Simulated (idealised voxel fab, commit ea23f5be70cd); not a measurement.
process module | voxel capacitor over wiring
cross-section cut | 255 nm wide | cells 5 nm
A cross-section is a grid of square cells, given in bands from the top down. A band is one or more rows of cells.
Each band's line starts with the height of the band's top and of its bottom, in nm. Then come its materials from left to right, each with its width in nm. One material with "throughout" fills the band from edge to edge. "air" is empty space.
Height 0 is the level under which the wafer as received is all one material. The lowest band goes on downwards, as in "0 down".
A width such as "30 to 40" changes by the same amount from each row of cells to the next, from the band's top row to its bottom row.
"no change" after a step means that no cell of the cross-section changed.
closed voids: empty space of 8 cells or more with no open way to the top, each as width x height at its distance from the left edge, in nm
after a step's settings: what the simulator itself notes on the step
overlay nm, on a step with a mask: how far to the right of its planned place the mask lay; to the left if negative
plan
1 op RECEIVE | material Si
2 op CONFORMAL_DEP | material SiO2 | thk nm 10
3 op CONFORMAL_DEP | material SiCN | thk nm 5
4 op DIRECTIONAL_DEP | material lowk | thk nm 20
5 op DIRECTIONAL_DEP | material aC | thk nm 10
6 op PATTERN | tone open | mask id METAL_1 | material resist | width nm 30 | pitch nm 80 | thk nm 25 | overlay nm 0
7 op DIRECTIONAL_ETCH | etch materials aC | depth nm 10
8 op STRIP | etch materials resist
9 op DIRECTIONAL_ETCH | etch materials lowk | depth nm 20
10 op DIRECTIONAL_ETCH | etch materials SiCN | depth nm 5
11 op STRIP | etch materials aC
12 op CONFORMAL_DEP | material TiN | thk nm 5
13 op FILL_DEP | material Cu | thk nm 5
14 op CMP | height nm 35
15 op CONFORMAL_DEP | material SiCN | thk nm 5
16 op DIRECTIONAL_DEP | material lowk | thk nm 10
17 op MASKED_ETCH | tone open | mask id PLUG_1 | width nm 15 | etch materials lowk | depth nm 10 | overlay nm 0
18 op MASKED_ETCH | tone open | mask id PLUG_1 | width nm 15 | etch materials SiCN | depth nm 5 | overlay nm 0
19 op EPI | material Ru | thk nm 10
20 op EPI | material Ru | thk nm 5
21 op DIRECTIONAL_DEP | material TiN | thk nm 10
22 op DIRECTIONAL_DEP | material Al2O3 | thk nm 5
23 op DIRECTIONAL_DEP | material TiN | thk nm 10
24 op PATTERN | tone cover | mask id UPPER_PLATE | material resist | width nm 55 | thk nm 20 | overlay nm 0
25 op DIRECTIONAL_ETCH | etch materials TiN | depth nm 10
26 op DIRECTIONAL_ETCH | etch materials Al2O3 | depth nm 5
27 op STRIP | etch materials resist
28 op MASKED_ETCH | tone cover | mask id LOWER_PLATE | width nm 65 | etch materials TiN | depth nm 10 | overlay nm 0
29 op FILL_DEP | material SiO2 | thk nm 15
30 op CMP | height nm 85
31 op MASKED_ETCH | tone open | mask id PLUG_2 | width nm 15 | etch materials SiO2 | depth nm 10 | overlay nm 0
32 op CONFORMAL_DEP | material TiN | thk nm 5
33 op FILL_DEP | material Ru | thk nm 5
34 op CMP | height nm 85
35 op CONFORMAL_DEP | material SiN | thk nm 5
as received, after step 1
  0 down: Si throughout
  closed voids: none
first wafer at the end, as planned
  90 to 85: SiN throughout
  85 to 80: SiO2 95 | TiN 5 | Ru 5 | TiN 5 | SiO2 145
  80 to 75: SiO2 95 | TiN 15 | SiO2 145
  75 to 65: SiO2 85 | TiN 55 | SiO2 115
  65 to 60: SiO2 85 | Al2O3 55 | SiO2 115
  60 to 50: SiO2 80 | TiN 65 | SiO2 110
  50 to 40: lowk 85 | Ru 15 | lowk 155
  40 to 35: SiCN 85 | Ru 15 | SiCN 155
  35 to 15: lowk 70 | TiN 5 | Cu 20 | TiN 5 | lowk 50 | TiN 5 | Cu 20 | TiN 5 | lowk 75
  15 to 10: SiCN 70 | TiN 30 | SiCN 50 | TiN 30 | SiCN 75
  10 to 0: SiO2 throughout
  0 down: Si throughout
  closed voids: none
second wafer at the end: like start, like plan, one mistake
  90 to 85: SiN throughout
  85 to 80: SiO2 95 | TiN 5 | Ru 5 | TiN 5 | SiO2 145
  80 to 75: SiO2 95 | TiN 15 | SiO2 145
  75 to 65: SiO2 85 | TiN 55 | SiO2 115
  65 to 60: SiO2 85 | Al2O3 55 | SiO2 115
  60 to 50: SiO2 80 | TiN 65 | SiO2 110
  50 to 40: lowk 85 | Ru 15 | lowk 155
  40 to 35: SiCN 85 | Ru 15 | SiCN 155
  35 to 20: lowk 70 | TiN 5 | Cu 20 | TiN 5 | lowk 50 | TiN 5 | Cu 20 | TiN 5 | lowk 75
  20 to 15: SiCN 70 | TiN 30 | SiCN 50 | TiN 30 | SiCN 75
  15 to 0: SiO2 throughout
  0 down: Si throughout
  closed voids: none
what went wrong: step 2 ran as: op CONFORMAL_DEP | material SiO2 | thk nm 15
at the end the second wafer has, in cells: 8 fewer of Cu | 51 more of SiO2 | 4 fewer of TiN | 39 fewer of lowk
